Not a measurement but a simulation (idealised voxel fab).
Module name: voxel gate over fins (process module)
Pictured: cross-section cut, 190 nm wide, on a grid of 5 nm square cells.
If you're reading a cross-section in this doc, picture square cells in a grid; it comes to you as bands, top ones listed first down to the bottom, and a band can be one or more rows of cells.
What a band's entry tells you: where the top is and where the bottom is, as heights in nm, and after that what lies inside, material by material from left to right, each with its width in nm. Empty space is written as the word "blank", and a single material marked with the word "edge to edge" occupies the band from edge to edge.
The level at which height equals 0 is the one under which the wafer, as it arrives, is entirely one material. No lower edge exists for the bottom band, which continues downward and is notated as in "from 0 down".
A width such as "30 to 40" changes by the same amount from each row of cells to the next, from the band's top row to its bottom row.
Given "no alteration" for a step, no cell of the cross-section differs between before and after that step.
Closed empty spaces (no open way to the top) of 8 cells or more are what "Closed internal cavities" lists, each as width x height at distance from the left edge, nm for all three.
Whatever follows a step's settings on its line is a remark the simulator itself makes about that step.
"overlay nm", when on a step's line for a step with a mask, measures how far to the right of its planned place the mask lay; a negative measure means to the left.

Process steps - plan
- 1: op RECEIVE | material Si
- 2: op CONFORMAL_DEP | material SiN | thk nm 10
- 3: op DIRECTIONAL_DEP | material aC | thk nm 15
- 4: op PATTERN | tone cover | mask id FINS | material resist | width nm 15 | pitch nm 40 | thk nm 30 | overlay nm 0
- 5: op DIRECTIONAL_ETCH | etch materials aC | depth nm 15
- 6: op STRIP | etch materials resist
- 7: op DIRECTIONAL_ETCH | etch materials SiN | depth nm 10
- 8: op DIRECTIONAL_ETCH | etch materials Si | depth nm 30
- 9: op STRIP | etch materials aC
- 10: op FILL_DEP | material SiO2 | thk nm 10
- 11: op CMP | height nm 10
- 12: op SELECTIVE_ETCH | etch materials SiO2 | depth nm 25
- 13: op STRIP | etch materials SiN
- 14: op CONFORMAL_DEP | material HfO2 | thk nm 5
- 15: op CONFORMAL_DEP | material TiN | thk nm 5
- 16: op CONFORMAL_DEP | material TiAl | thk nm 5
- 17: op CONFORMAL_DEP | material TiN | thk nm 5
- 18: op FILL_DEP | material W | thk nm 10
- 19: op CMP | height nm 25
- 20: op CONFORMAL_DEP | material SiCN | thk nm 5

First wafer out of two, processed as planned

Wafer at receipt (post step 1), cross-section
	from 0 down  Si edge to edge
	Closed internal cavities: none

State of the wafer after step 2, shown in cross-section
	from 10 to 0  SiN edge to edge
	At heights below 0, the structure remains unaltered.

State of the wafer after step 3, shown in cross-section
	from 25 to 10  aC edge to edge
	At heights below 10, the structure remains unaltered.

State of the wafer after step 4, shown in cross-section
	from 55 to 25  blank (45), then resist (15), then blank (25), then resist (15), then blank (25), then resist (15), then blank (50)
	At heights below 25, the structure remains unaltered.

State of the wafer after step 5, shown in cross-section
	from 40 to 25  blank (45), then resist (15), then blank (25), then resist (15), then blank (25), then resist (15), then blank (50)
	from 25 to 10  blank (45), then aC (15), then blank (25), then aC (15), then blank (25), then aC (15), then blank (50)
	At heights below 10, the structure remains unaltered.

State of the wafer after step 6, shown in cross-section
	from 25 to 10  blank (45), then aC (15), then blank (25), then aC (15), then blank (25), then aC (15), then blank (50)
	At heights below 10, the structure remains unaltered.

State of the wafer after step 7, shown in cross-section
	from 25 to 10  blank (45), then aC (15), then blank (25), then aC (15), then blank (25), then aC (15), then blank (50)
	from 10 to 0  blank (45), then SiN (15), then blank (25), then SiN (15), then blank (25), then SiN (15), then blank (50)
	At heights below 0, the structure remains unaltered.

State of the wafer after step 8, shown in cross-section
	from 25 to 10  blank (45), then aC (15), then blank (25), then aC (15), then blank (25), then aC (15), then blank (50)
	from 10 to 0  blank (45), then SiN (15), then blank (25), then SiN (15), then blank (25), then SiN (15), then blank (50)
	from 0 to -30  blank (45), then Si (15), then blank (25), then Si (15), then blank (25), then Si (15), then blank (50)
	At heights below -30, the structure remains unaltered.

State of the wafer after step 9, shown in cross-section
	from 10 to 0  blank (45), then SiN (15), then blank (25), then SiN (15), then blank (25), then SiN (15), then blank (50)
	At heights below 0, the structure remains unaltered.

State of the wafer after step 10, shown in cross-section
	from 20 to 10  SiO2 edge to edge
	from 10 to 0  SiO2 (45), then SiN (15), then SiO2 (25), then SiN (15), then SiO2 (25), then SiN (15), then SiO2 (50)
	from 0 to -30  SiO2 (45), then Si (15), then SiO2 (25), then Si (15), then SiO2 (25), then Si (15), then SiO2 (50)
	At heights below -30, the structure remains unaltered.

State of the wafer after step 11, shown in cross-section
	from 10 to 0  SiO2 (45), then SiN (15), then SiO2 (25), then SiN (15), then SiO2 (25), then SiN (15), then SiO2 (50)
	At heights below 0, the structure remains unaltered.

State of the wafer after step 12, shown in cross-section
	from 10 to 0  blank (45), then SiN (15), then blank (25), then SiN (15), then blank (25), then SiN (15), then blank (50)
	from 0 to -15  blank (45), then Si (15), then blank (25), then Si (15), then blank (25), then Si (15), then blank (50)
	At heights below -15, the structure remains unaltered.

State of the wafer after step 13, shown in cross-section
	from 0 to -15  blank (45), then Si (15), then blank (25), then Si (15), then blank (25), then Si (15), then blank (50)
	At heights below -15, the structure remains unaltered.

State of the wafer after step 14, shown in cross-section
	from 5 to 0  blank (40), then HfO2 (25), then blank (15), then HfO2 (25), then blank (15), then HfO2 (25), then blank (45)
	from 0 to -10  blank (40), then HfO2 (5), then Si (15), then HfO2 (5), then blank (15), then HfO2 (5), then Si (15), then HfO2 (5), then blank (15), then HfO2 (5), then Si (15), then HfO2 (5), then blank (45)
	from -10 to -15  HfO2 (45), then Si (15), then HfO2 (25), then Si (15), then HfO2 (25), then Si (15), then HfO2 (50)
	At heights below -15, the structure remains unaltered.

State of the wafer after step 15, shown in cross-section
	from 10 to 5  blank (35), then TiN (35), then blank (5), then TiN (35), then blank (5), then TiN (35), then blank (40)
	from 5 to 0  blank (35), then TiN (5), then HfO2 (25), then TiN (5), then blank (5), then TiN (5), then HfO2 (25), then TiN (5), then blank (5), then TiN (5), then HfO2 (25), then TiN (5), then blank (40)
	from 0 to -5  blank (35), then TiN (5), then HfO2 (5), then Si (15), then HfO2 (5), then TiN (5), then blank (5), then TiN (5), then HfO2 (5), then Si (15), then HfO2 (5), then TiN (5), then blank (5), then TiN (5), then HfO2 (5), then Si (15), then HfO2 (5), then TiN (5), then blank (40)
	from -5 to -10  TiN (40), then HfO2 (5), then Si (15), then HfO2 (5), then TiN (15), then HfO2 (5), then Si (15), then HfO2 (5), then TiN (15), then HfO2 (5), then Si (15), then HfO2 (5), then TiN (45)
	At heights below -10, the structure remains unaltered.

State of the wafer after step 16, shown in cross-section
	from 15 to 10  blank (30), then TiAl (125), then blank (35)
	from 10 to 5  blank (30), then TiAl (5), then TiN (35), then TiAl (5), then TiN (35), then TiAl (5), then TiN (35), then TiAl (5), then blank (35)
	from 5 to 0  blank (30), then TiAl (5), then TiN (5), then HfO2 (25), then TiN (5), then TiAl (5), then TiN (5), then HfO2 (25), then TiN (5), then TiAl (5), then TiN (5), then HfO2 (25), then TiN (5), then TiAl (5), then blank (35)
	from 0 to -5  TiAl (35), then TiN (5), then HfO2 (5), then Si (15), then HfO2 (5), then TiN (5), then TiAl (5), then TiN (5), then HfO2 (5), then Si (15), then HfO2 (5), then TiN (5), then TiAl (5), then TiN (5), then HfO2 (5), then Si (15), then HfO2 (5), then TiN (5), then TiAl (40)
	At heights below -5, the structure remains unaltered.

State of the wafer after step 17, shown in cross-section
	from 20 to 15  blank (25), then TiN (135), then blank (30)
	from 15 to 10  blank (25), then TiN (5), then TiAl (125), then TiN (5), then blank (30)
	from 10 to 5  blank (25), then TiN (5), then TiAl (5), then TiN (35), then TiAl (5), then TiN (35), then TiAl (5), then TiN (35), then TiAl (5), then TiN (5), then blank (30)
	from 5 to 0  TiN (30), then TiAl (5), then TiN (5), then HfO2 (25), then TiN (5), then TiAl (5), then TiN (5), then HfO2 (25), then TiN (5), then TiAl (5), then TiN (5), then HfO2 (25), then TiN (5), then TiAl (5), then TiN (35)
	At heights below 0, the structure remains unaltered.

State of the wafer after step 18, shown in cross-section
	from 30 to 20  W edge to edge
	from 20 to 15  W (25), then TiN (135), then W (30)
	from 15 to 10  W (25), then TiN (5), then TiAl (125), then TiN (5), then W (30)
	from 10 to 5  W (25), then TiN (5), then TiAl (5), then TiN (35), then TiAl (5), then TiN (35), then TiAl (5), then TiN (35), then TiAl (5), then TiN (5), then W (30)
	At heights below 5, the structure remains unaltered.

State of the wafer after step 19, shown in cross-section
	from 25 to 20  W edge to edge
	At heights below 20, the structure remains unaltered.

State of the wafer after step 20, shown in cross-section
	from 30 to 25  SiCN edge to edge
	At heights below 25, the structure remains unaltered.

The second wafer was prepared from the same starting point and under the same plan as the first; its processing contained one mistake, and it remains indistinguishable from the first wafer up to and including step 3

Second wafer, section view, time point: scheduled end of step 4
	from 55 to 25  resist (45), then blank (15), then resist (25), then blank (15), then resist (25), then blank (15), then resist (50)
	At heights below 25, the structure remains unaltered.

Second wafer, section view, time point: scheduled end of step 5
	from 40 to 25  resist (45), then blank (15), then resist (25), then blank (15), then resist (25), then blank (15), then resist (50)
	from 25 to 10  aC (45), then blank (15), then aC (25), then blank (15), then aC (25), then blank (15), then aC (50)
	At heights below 10, the structure remains unaltered.

Second wafer, section view, time point: scheduled end of step 6
	from 25 to 10  aC (45), then blank (15), then aC (25), then blank (15), then aC (25), then blank (15), then aC (50)
	At heights below 10, the structure remains unaltered.

Second wafer, section view, time point: scheduled end of step 7
	from 25 to 10  aC (45), then blank (15), then aC (25), then blank (15), then aC (25), then blank (15), then aC (50)
	from 10 to 0  SiN (45), then blank (15), then SiN (25), then blank (15), then SiN (25), then blank (15), then SiN (50)
	At heights below 0, the structure remains unaltered.

Second wafer, section view, time point: scheduled end of step 8
	from 25 to 10  aC (45), then blank (15), then aC (25), then blank (15), then aC (25), then blank (15), then aC (50)
	from 10 to 0  SiN (45), then blank (15), then SiN (25), then blank (15), then SiN (25), then blank (15), then SiN (50)
	from 0 to -30  Si (45), then blank (15), then Si (25), then blank (15), then Si (25), then blank (15), then Si (50)
	At heights below -30, the structure remains unaltered.

Second wafer, section view, time point: scheduled end of step 9
	from 10 to 0  SiN (45), then blank (15), then SiN (25), then blank (15), then SiN (25), then blank (15), then SiN (50)
	At heights below 0, the structure remains unaltered.

Second wafer, section view, time point: scheduled end of step 10
	from 20 to 10  SiO2 edge to edge
	from 10 to 0  SiN (45), then SiO2 (15), then SiN (25), then SiO2 (15), then SiN (25), then SiO2 (15), then SiN (50)
	from 0 to -30  Si (45), then SiO2 (15), then Si (25), then SiO2 (15), then Si (25), then SiO2 (15), then Si (50)
	At heights below -30, the structure remains unaltered.

Second wafer, section view, time point: scheduled end of step 11
	from 10 to 0  SiN (45), then SiO2 (15), then SiN (25), then SiO2 (15), then SiN (25), then SiO2 (15), then SiN (50)
	At heights below 0, the structure remains unaltered.

Second wafer, section view, time point: scheduled end of step 12
	from 10 to 0  SiN (45), then blank (15), then SiN (25), then blank (15), then SiN (25), then blank (15), then SiN (50)
	from 0 to -15  Si (45), then blank (15), then Si (25), then blank (15), then Si (25), then blank (15), then Si (50)
	At heights below -15, the structure remains unaltered.

Second wafer, section view, time point: scheduled end of step 13
	from 0 to -15  Si (45), then blank (15), then Si (25), then blank (15), then Si (25), then blank (15), then Si (50)
	At heights below -15, the structure remains unaltered.

Second wafer, section view, time point: scheduled end of step 14
	from 5 to 0  HfO2 (50), then blank (5), then HfO2 (35), then blank (5), then HfO2 (35), then blank (5), then HfO2 (55)
	from 0 to -10  Si (45), then HfO2 (5), then blank (5), then HfO2 (5), then Si (25), then HfO2 (5), then blank (5), then HfO2 (5), then Si (25), then HfO2 (5), then blank (5), then HfO2 (5), then Si (50)
	from -10 to -15  Si (45), then HfO2 (15), then Si (25), then HfO2 (15), then Si (25), then HfO2 (15), then Si (50)
	At heights below -15, the structure remains unaltered.

Second wafer, section view, time point: scheduled end of step 15
	from 10 to 5  TiN edge to edge
	from 5 to 0  HfO2 (50), then TiN (5), then HfO2 (35), then TiN (5), then HfO2 (35), then TiN (5), then HfO2 (55)
	from 0 to -10  Si (45), then HfO2 (5), then TiN (5), then HfO2 (5), then Si (25), then HfO2 (5), then TiN (5), then HfO2 (5), then Si (25), then HfO2 (5), then TiN (5), then HfO2 (5), then Si (50)
	At heights below -10, the structure remains unaltered.

Second wafer, section view, time point: scheduled end of step 16
	from 15 to 10  TiAl edge to edge
	At heights below 10, the structure remains unaltered.

Second wafer, section view, time point: scheduled end of step 17
	from 20 to 15  TiN edge to edge
	At heights below 15, the structure remains unaltered.

Second wafer, section view, time point: scheduled end of step 18
	from 30 to 20  W edge to edge
	At heights below 20, the structure remains unaltered.

Second wafer, section view, time point: scheduled end of step 19
	from 25 to 20  W edge to edge
	At heights below 20, the structure remains unaltered.

Second wafer, section view, time point: scheduled end of step 20
	from 30 to 25  SiCN edge to edge
	At heights below 25, the structure remains unaltered.
What was the processing mistake? step 4 was processed under conditions differing from the plan, specifically as op PATTERN | tone open | mask id FINS | material resist | width nm 15 | pitch nm 40 | thk nm 30 | overlay nm 0
Per the end-of-run cell counts, the second wafer holds more or fewer of some materials than the first: Si +120; SiO2 -60; TiAl -12; TiN -15; W -33
